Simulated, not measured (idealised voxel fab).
Title: Process Module voxel ribs on slabs
For reference, the cross-section in this document is cut, with width 190 nm and square cells of 5 nm.
Cross-section = grid of square cells, listed top down in bands; band = one or more rows. Per band: top height and bottom height in nm, followed by the left-to-right materials and their widths in nm; "all across" marks a single material spanning edge to edge, "empty" marks empty space. All heights in this document are referenced to 0, defined as the level beneath which the wafer, as received, consists entirely of one material. The lowest band is not bounded below; it extends indefinitely downward and is written in the form "0 down". Quick explanation for "30->40": the width changes in equal steps down the rows of cells, from the first number in the band's top row to the second number in its bottom row. Basically "remained unchanged" means that step didn't change any cell in the cross-section. "Internal closed voids" specifies each empty space that is not open to the top and that occupies no fewer than 8 cells, using the form width x height at distance, the distance measured from the left edge and all three quantities in nm. The remark found on a step's line after its settings is issued by the simulator itself and pertains to that step. If you see "overlay nm" on a step's line and that step has a mask, it's telling you how far right of where it was planned the mask ended up; a negative number means it went left instead.
# The planned process steps are enumerated hereunder
- 1: RECEIVE,material Si
- 2: DIRECTIONAL_DEP,material SiO2,thk nm 25
- 3: DIRECTIONAL_DEP,material SiN,thk nm 15
- 4: PATTERN,tone cover,mask id RIB,material resist,width nm 30,thk nm 20,overlay nm 0
- 5: DIRECTIONAL_ETCH,etch materials SiN,depth nm 5
- 6: STRIP,etch materials resist
- 7: MASKED_ETCH,tone cover,mask id SLAB,width nm 80,etch materials SiN,depth nm 10,overlay nm 0
- 8: FILL_DEP,material SiO2,thk nm 20
- 9: CMP,height nm 50
- 10: DIRECTIONAL_DEP,material TiN,thk nm 10
- 11: PATTERN,tone cover,mask id HEATER,material resist,width nm 40,thk nm 20,overlay nm 0
- 12: DIRECTIONAL_ETCH,etch materials TiN,depth nm 10
- 13: STRIP,etch materials resist
- 14: CONFORMAL_DEP,material SiN,thk nm 5
# So, the first of our two wafers, run just as we planned it
# Incoming wafer, cross-sectional view, post step 1
* 0 down | Si all across
* Internal closed voids: none
# You're looking at a cross-section of the wafer after step 2
* 25 to 0 | SiO2 all across
* below 0: unchanged
# You're looking at a cross-section of the wafer after step 3
* 40 to 25 | SiN all across
* below 25: unchanged
# You're looking at a cross-section of the wafer after step 4
* 60 to 40 | empty: 80  resist: 30  empty: 80
* below 40: unchanged
# You're looking at a cross-section of the wafer after step 5
* 60 to 40 | empty: 80  resist: 30  empty: 80
* 40 to 35 | empty: 80  SiN: 30  empty: 80
* below 35: unchanged
# You're looking at a cross-section of the wafer after step 6
* 40 to 35 | empty: 80  SiN: 30  empty: 80
* below 35: unchanged
# You're looking at a cross-section of the wafer after step 7
* 40 to 35 | empty: 80  SiN: 30  empty: 80
* 35 to 25 | empty: 55  SiN: 80  empty: 55
* below 25: unchanged
# You're looking at a cross-section of the wafer after step 8
* 60 to 40 | SiO2 all across
* 40 to 35 | SiO2: 80  SiN: 30  SiO2: 80
* 35 to 25 | SiO2: 55  SiN: 80  SiO2: 55
* below 25: unchanged
# You're looking at a cross-section of the wafer after step 9
* 50 to 40 | SiO2 all across
* below 40: unchanged
# You're looking at a cross-section of the wafer after step 10
* 60 to 50 | TiN all across
* below 50: unchanged
# You're looking at a cross-section of the wafer after step 11
* 80 to 60 | empty: 75  resist: 40  empty: 75
* below 60: unchanged
# You're looking at a cross-section of the wafer after step 12
* 80 to 60 | empty: 75  resist: 40  empty: 75
* 60 to 50 | empty: 75  TiN: 40  empty: 75
* below 50: unchanged
# You're looking at a cross-section of the wafer after step 13
* 60 to 50 | empty: 75  TiN: 40  empty: 75
* below 50: unchanged
# You're looking at a cross-section of the wafer after step 14
* 65 to 60 | empty: 70  SiN: 50  empty: 70
* 60 to 55 | empty: 70  SiN: 5  TiN: 40  SiN: 5  empty: 70
* 55 to 50 | SiN: 75  TiN: 40  SiN: 75
* below 50: unchanged
# Companion wafer, the second of two: same beginning, same intended sequence, one mistake in carrying it out; through step 3 inclusive it tracks the first exactly
# Second wafer: cross-section at the scheduled end of step 4
* 60 to 40 | empty: 85  resist: 30  empty: 75
* below 40: unchanged
# Second wafer: cross-section at the scheduled end of step 5
* 60 to 40 | empty: 85  resist: 30  empty: 75
* 40 to 35 | empty: 85  SiN: 30  empty: 75
* below 35: unchanged
# Second wafer: cross-section at the scheduled end of step 6
* 40 to 35 | empty: 85  SiN: 30  empty: 75
* below 35: unchanged
# Second wafer: cross-section at the scheduled end of step 7
* 40 to 35 | empty: 85  SiN: 30  empty: 75
* 35 to 25 | empty: 55  SiN: 80  empty: 55
* below 25: unchanged
# Second wafer: cross-section at the scheduled end of step 8
* 60 to 40 | SiO2 all across
* 40 to 35 | SiO2: 85  SiN: 30  SiO2: 75
* 35 to 25 | SiO2: 55  SiN: 80  SiO2: 55
* below 25: unchanged
# Second wafer: cross-section at the scheduled end of step 9
* 50 to 40 | SiO2 all across
* below 40: unchanged
# Second wafer: cross-section at the scheduled end of step 10
* 60 to 50 | TiN all across
* below 50: unchanged
# Second wafer: cross-section at the scheduled end of step 11
* 80 to 60 | empty: 75  resist: 40  empty: 75
* below 60: unchanged
# Second wafer: cross-section at the scheduled end of step 12
* 80 to 60 | empty: 75  resist: 40  empty: 75
* 60 to 50 | empty: 75  TiN: 40  empty: 75
* below 50: unchanged
# Second wafer: cross-section at the scheduled end of step 13
* 60 to 50 | empty: 75  TiN: 40  empty: 75
* below 50: unchanged
# Second wafer: cross-section at the scheduled end of step 14
* 65 to 60 | empty: 70  SiN: 50  empty: 70
* 60 to 55 | empty: 70  SiN: 5  TiN: 40  SiN: 5  empty: 70
* 55 to 50 | SiN: 75  TiN: 40  SiN: 75
* below 50: unchanged
The plan and the run diverged here: contrary to plan, step 4 was performed as PATTERN,tone cover,mask id RIB,material resist,width nm 30,thk nm 20,overlay nm 5
Cell counts per material: same on both final wafers. Positions: different.
